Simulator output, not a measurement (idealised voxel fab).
The process module that follows is named voxel trench capacitor.
Section cut is 295 nm wide and gridded with 5 nm square cells.
Cross-section = grid of square cells, listed top down in bands; band = one or more rows.
Band: top and bottom heights (nm) first, top before bottom; then materials from left to right, widths in nm. "throughout" marks a sole material filling the band edge to edge. "blank" denotes empty space.
Where do heights start? At 0: under that level the wafer as delivered is made of one material only. And the lowest band has no floor; it just carries on downward, as in "top 0, no bottom".
The width entry "30..40" should be interpreted row by row: the top row of cells in the band takes the first number, the bottom row takes the second number, and the change between adjacent rows is uniform throughout.
Given "remained the same" for a step, no cell of the cross-section differs between before and after that step.
In the "Unvented internal voids" entry, you get each enclosed empty space of 8 cells or more, one with no open way to the top, written width x height at distance, distance from the left edge, in nm.
It should be noted that, on the line of a given step, the content following the step's settings is a remark produced by the simulator itself with respect to that step.
What "overlay nm" on a step's line means: if the step has a mask, that mask lay this far to the right of its planned place, or, when the value is negative, to the left.
[Process steps - plan]
1: RECEIVE: material Si
2: CONFORMAL_DEP: material SiN, thk nm 5
3: MASKED_ETCH: tone open, mask id TRENCH, width nm 20, pitch nm 50, etch materials SiN, depth nm 5, overlay nm 0
4: MASKED_ETCH: tone open, mask id TRENCH, width nm 20, pitch nm 50, etch materials Si, depth nm 30, overlay nm 0
5: CONFORMAL_DEP: material SiO2, thk nm 5
6: FILL_DEP: material polySi, thk nm 10
7: CMP: height nm 5
[as received, after step 1]
> top 0, no bottom = Si throughout
> Unvented internal voids: none
[The following cross-section depicts the wafer upon conclusion of the module. Processing commenced from the starting condition illustrated above and adhered to the plan illustrated above, save for one mistake in execution]
> top 5, bottom 0 = 85 polySi, then 5 SiO2, then 10 polySi, then 5 SiO2, then 30 polySi, then 5 SiO2, then 10 polySi, then 5 SiO2, then 30 polySi, then 5 SiO2, then 10 polySi, then 5 SiO2, then 90 polySi
> top 0, bottom -20 = 85 Si, then 5 SiO2, then 10 polySi, then 5 SiO2, then 30 Si, then 5 SiO2, then 10 polySi, then 5 SiO2, then 30 Si, then 5 SiO2, then 10 polySi, then 5 SiO2, then 90 Si
> top -20, bottom -25 = 85 Si, then 20 SiO2, then 30 Si, then 20 SiO2, then 30 Si, then 20 SiO2, then 90 Si
> top -25, no bottom = Si throughout
> Unvented internal voids: none
The mistake made against the process plan was this: step 2 ran as: CONFORMAL_DEP: material polySi, thk nm 5
